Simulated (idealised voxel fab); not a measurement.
voxel ribs on slabs: a process module
The cross-section shown here is cut; it is 150 nm wide and divided into square cells measuring 5 nm on a side.
Square cells in a grid make up a cross-section in this document, and the grid is given as bands, listed from the top down, each one or more rows of cells.
Each band's line starts with the height of the band's top and of its bottom, in nm. Then come its materials from left to right, each with its width in nm. One material with "full width" fills the band from edge to edge. "blank" is empty space.
Measure heights from 0. That's the level where, below it, the as-received wafer is all one material. The lowest band is bottomless and extends downward; write it as in "from 0 down".
Think of "30 to 40" as a width that walks from the first number to the second as you go down the band, top row to bottom row, taking equal-sized steps from row to row.
"changes: none" for a step: no cell of the cross-section changed in that step.
Empty spaces counting at least 8 cells and having no open way to the top are listed in "closed voids". The notation width x height at distance is used for each, the distance being from the left edge and all three values in nm.
On each step's line, the part that comes after the settings is the simulator's own comment on the step.
When a step includes a mask, the "overlay nm" setting on its line states how far to the right of its planned place that mask lay, and negative values state how far to the left.
So here's the lineup of process steps we planned:
1 RECEIVE: material Si
2 DIRECTIONAL_DEP: material SiO2, thk nm 20
3 DIRECTIONAL_DEP: material polySi, thk nm 20
4 MASKED_ETCH: tone cover, mask id RIB, width nm 15, etch materials polySi, depth nm 5, overlay nm 0
5 DIRECTIONAL_DEP: material aC, thk nm 15
6 PATTERN: tone cover, mask id SLAB, material resist, width nm 45, thk nm 30, overlay nm 0
7 DIRECTIONAL_ETCH: etch materials aC, depth nm 15
8 STRIP: etch materials resist
9 DIRECTIONAL_ETCH: etch materials polySi, depth nm 15
10 STRIP: etch materials aC
11 FILL_DEP: material SiO2, thk nm 20
12 CMP: height nm 50
13 DIRECTIONAL_DEP: material TiN, thk nm 10
14 PATTERN: tone cover, mask id HEATER, material resist, width nm 25, thk nm 15, overlay nm 0
15 DIRECTIONAL_ETCH: etch materials TiN, depth nm 10
16 STRIP: etch materials resist
17 CONFORMAL_DEP: material SiN, thk nm 10
Received-state cross-section, reflecting completion of step 1:
  from 0 down: Si full width
  closed voids: none
Module complete, cross-section. Starting point and plan per above. One mistake made in running the module:
  from 70 to 60: blank: 50, then SiN: 45, then blank: 55
  from 60 to 50: SiN: 60, then TiN: 25, then SiN: 65
  from 50 to 40: SiO2: 50, then polySi: 45, then SiO2: 55
  from 40 to 0: SiO2 full width
  from 0 down: Si full width
  closed voids: none
It is concluded that the wafer was processed incorrectly with respect to the plan, in that step 2 of the plan was executed twice over
